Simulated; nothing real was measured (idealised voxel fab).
process module | voxel spacer lines
cross-section cut | 190 nm wide | cells 5 nm
A cross-section is a grid of square cells, given in bands from the top down. A band is one or more rows of cells.
Each band's line starts with the height of the band's top and of its bottom, in nm. Then come its materials from left to right, each with its width in nm. One material with "throughout" fills the band from edge to edge. "air" is empty space.
Height 0 is the level under which the wafer as received is all one material. The lowest band goes on downwards, as in "0 down".
A width such as "30 to 40" changes by the same amount from each row of cells to the next, from the band's top row to its bottom row.
"no change" after a step means that no cell of the cross-section changed.
closed voids: empty space of 8 cells or more with no open way to the top, each as width x height at its distance from the left edge, in nm
after a step's settings: what the simulator itself notes on the step
overlay nm, on a step with a mask: how far to the right of its planned place the mask lay; to the left if negative
plan
1 op RECEIVE | material Si
2 op CONFORMAL_DEP | material Al2O3 | thk nm 10
3 op DIRECTIONAL_DEP | material TiN | thk nm 10
4 op DIRECTIONAL_DEP | material aC | thk nm 30
5 op PATTERN | tone cover | mask id MANDREL | material resist | width nm 15 | pitch nm 50 | thk nm 40 | overlay nm 0
6 op DIRECTIONAL_ETCH | etch materials aC | depth nm 30
7 op STRIP | etch materials resist
8 op CONFORMAL_DEP | material SiN | thk nm 10
9 op DIRECTIONAL_ETCH | etch materials SiN | depth nm 10
10 op STRIP | etch materials aC
11 op DIRECTIONAL_ETCH | etch materials TiN | depth nm 10
12 op STRIP | etch materials SiN
as received, after step 1
  0 down: Si throughout
  closed voids: none
a wafer at the end: this start, this plan, one mistake
  20 to 10: air 60 | TiN 15 | air 35 | TiN 15 | air 65
  10 to 0: Al2O3 throughout
  0 down: Si throughout
  closed voids: none
what went wrong: step 5 ran as: op PATTERN | tone open | mask id MANDREL | material resist | width nm 15 | pitch nm 50 | thk nm 40 | overlay nm 0
